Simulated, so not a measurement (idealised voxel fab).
Module name: voxel fin reveal (process module)
The cross-section on display is named cut; it measures 145 nm wide, and its cells are 5 nm squares.
We lay out every cross-section as a grid of square cells and spell it out in bands from the top down, where one band means one or more rows of cells. Quick guide to a band line: top height, bottom height (nm) up front; then every material left to right with its width in nm. Only one material and it's marked "edge to edge"? Then it fills the band edge to edge. And "air" just means empty space. Ref level 0: as-received wafer is one material below here. Bottom band extends down with no lower bound ("0..down"). A two-number width, for instance "30 to 40", indicates that the width is equal to the first number in the top row of the band and to the second number in the bottom row, and that it changes by a constant amount per row of cells. Key: "remains unaltered" - step with no changed cell in the cross-section. Any empty space of 8 cells or more lacking an open way to the top shows up in "closed voids" as width x height at distance, distance from the left edge, in nm. What comes after the settings on a step's line is commentary from the simulator itself on that step. The line of a step may include "overlay nm". On a step with a mask, this value is how far to the right of its planned place the mask lay. A negative value means the mask lay to the left.

### Process steps - plan
1 RECEIVE: material Si
2 CONFORMAL_DEP: material SiN, thk nm 10
3 PATTERN: tone cover, mask id FINS, material resist, width nm 15, pitch nm 40, thk nm 20, overlay nm 0
4 DIRECTIONAL_ETCH: etch materials SiN, depth nm 10
5 DIRECTIONAL_ETCH: etch materials Si, depth nm 35
6 STRIP: etch materials resist
7 FILL_DEP: material SiO2, thk nm 5
8 CMP: height nm 10
9 SELECTIVE_ETCH: etch materials SiO2, depth nm 20
10 STRIP: etch materials SiN
11 CONFORMAL_DEP: material HfO2, thk nm 5

### First wafer, two in total, run as planned

### As received (post step 1): cross-section
> 0..down  Si edge to edge
> closed voids: none

### State of the wafer after step 2, shown in cross-section
> 10..0  SiN edge to edge
> Everything below 0 is unchanged.

### State of the wafer after step 3, shown in cross-section
> 30..10  45 air  15 resist  25 air  15 resist  45 air
> Everything below 10 is unchanged.

### State of the wafer after step 4, shown in cross-section
> 30..10  45 air  15 resist  25 air  15 resist  45 air
> 10..0  45 air  15 SiN  25 air  15 SiN  45 air
> Everything below 0 is unchanged.

### State of the wafer after step 5, shown in cross-section
> 30..10  45 air  15 resist  25 air  15 resist  45 air
> 10..0  45 air  15 SiN  25 air  15 SiN  45 air
> 0..-35  45 air  15 Si  25 air  15 Si  45 air
> Everything below -35 is unchanged.

### State of the wafer after step 6, shown in cross-section
> 10..0  45 air  15 SiN  25 air  15 SiN  45 air
> Everything below 0 is unchanged.

### State of the wafer after step 7, shown in cross-section
> 15..10  SiO2 edge to edge
> 10..0  45 SiO2  15 SiN  25 SiO2  15 SiN  45 SiO2
> 0..-35  45 SiO2  15 Si  25 SiO2  15 Si  45 SiO2
> Everything below -35 is unchanged.

### State of the wafer after step 8, shown in cross-section
> 10..0  45 SiO2  15 SiN  25 SiO2  15 SiN  45 SiO2
> Everything below 0 is unchanged.

### State of the wafer after step 9, shown in cross-section
> 10..0  45 air  15 SiN  25 air  15 SiN  45 air
> 0..-10  45 air  15 Si  25 air  15 Si  45 air
> Everything below -10 is unchanged.

### State of the wafer after step 10, shown in cross-section
> 0..-10  45 air  15 Si  25 air  15 Si  45 air
> Everything below -10 is unchanged.

### State of the wafer after step 11, shown in cross-section
> 5..0  40 air  25 HfO2  15 air  25 HfO2  40 air
> 0..-5  40 air  5 HfO2  15 Si  5 HfO2  15 air  5 HfO2  15 Si  5 HfO2  40 air
> -5..-10  45 HfO2  15 Si  25 HfO2  15 Si  45 HfO2
> Everything below -10 is unchanged.

### The second wafer: identical to the first at the outset and in its planned sequence, differing only in that one mistake was made during processing; up to and including step 8, its path is the first wafer's path

### The second wafer cut through, at the time step 9 was supposed to be finished
> 10..0  45 SiO2  15 air  25 SiO2  15 air  45 SiO2
> Everything below 0 is unchanged.

### The second wafer cut through, at the time step 10 was supposed to be finished
> 0..-10  45 air  15 Si  25 air  15 Si  45 air
> -10..-20  25 SiO2  20 air  15 Si  25 air  15 Si  20 air  25 SiO2
> Everything below -20 is unchanged.

### The second wafer cut through, at the time step 11 was supposed to be finished
> 5..0  40 air  25 HfO2  15 air  25 HfO2  40 air
> 0..-5  40 air  5 HfO2  15 Si  5 HfO2  15 air  5 HfO2  15 Si  5 HfO2  40 air
> -5..-10  30 HfO2  10 air  5 HfO2  15 Si  5 HfO2  15 air  5 HfO2  15 Si  5 HfO2  10 air  30 HfO2
> -10..-15  25 SiO2  5 HfO2  10 air  5 HfO2  15 Si  5 HfO2  15 air  5 HfO2  15 Si  5 HfO2  10 air  5 HfO2  25 SiO2
> -15..-20  25 SiO2  20 HfO2  15 Si  25 HfO2  15 Si  20 HfO2  25 SiO2
> Everything below -20 is unchanged.
So what did we get wrong on this run? order of steps 9 and 10 inverted relative to the plan
Wrapping up, a cell-based count of both wafers puts the second over or under the first for these materials: HfO2 +12 | SiO2 -26
